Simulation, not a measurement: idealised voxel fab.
The document below concerns the process module designated voxel local oxidation.
Pictured: cross-section cut, 240 nm wide, on a grid of 5 nm square cells.
Bands, listed from the top down, are how a cross-section gets written in this document; the cross-section itself is a grid of square cells, and a band is one or more rows of them.
Heads up on the band format: heights come first, top then bottom, in nm. After that it's the materials left to right, each with its width in nm. A single material flagged "everywhere" fills the whole band edge to edge, and "air" means there's empty space there.
Basically, 0 is our baseline, since under it the wafer straight out of the box is all one material. The bottom band has no lower end and keeps on going down, so it looks like "0..down".
When a width is written as two numbers, as in "30->40", the first number is the width in the top row of cells of the band and the second is the width in its bottom row, and the width changes by the same amount from each row to the next.
Any step labelled "everything unchanged" changed none of the cells in the cross-section.
Empty spaces without an open route to the top, at least 8 cells in extent, make up the entry "Sealed voids"; each is given as width x height at distance, where the distance is measured from the left edge, and all are in nm.
That trailing text on a step's line, after the settings, is the simulator's own remark on the step.
"overlay nm" on a masked step: distance the mask lay right of its planned place, negative for left.
Planned process steps:
step 1: RECEIVE (material Si)
step 2: CONFORMAL_DEP (material SiO2; thk nm 5)
step 3: CONFORMAL_DEP (material SiN; thk nm 5)
step 4: DIRECTIONAL_DEP (material aC; thk nm 15)
step 5: PATTERN (tone cover; mask id ACTIVE; material resist; width nm 90; thk nm 35; overlay nm 0)
step 6: DIRECTIONAL_ETCH (etch materials aC; depth nm 15)
step 7: STRIP (etch materials resist)
step 8: DIRECTIONAL_ETCH (etch materials SiN; depth nm 10)
step 9: STRIP (etch materials aC)
step 10: SELECTIVE_ETCH (etch materials SiO2; depth nm 5)
step 11: OXIDIZE (depth nm 15)
step 12: STRIP (etch materials SiN)
Among the wafers covered here, the point of difference is the thk nm at step 3; their starting state is shared, and the plan presents the value of the first wafer.
Sectional view: first of several wafers, as received, after step 1:
- 0..down = Si everywhere
- Sealed voids: none
First wafer of several, cross-section, module end, after step 12 (last):
- 5..0 = 80 nm air, 80 nm SiO2, 80 nm air
- 0..-15 = 95 nm SiO2, 50 nm Si, 95 nm SiO2
- -15..down = Si everywhere
- Sealed voids: none
Last wafer, end of module, cross-section:
- 5..0 = SiO2 everywhere
- 0..down = Si everywhere
- Sealed voids: none
The following table contains a row per wafer, in which are reported, at the conclusion of the module, the cells of each material gained (+) or lost (-) since the wafer's receipt, with its closed voids given thereafter:
thk nm 5 | -114 Si | +130 SiO2 | Sealed voids: none
thk nm 10 | -114 Si | +130 SiO2 | Sealed voids: none
thk nm 15 | +48 SiO2 | Sealed voids: none
thk nm 20 | +48 SiO2 | Sealed voids: none
thk nm 25 | +48 SiO2 | Sealed voids: none
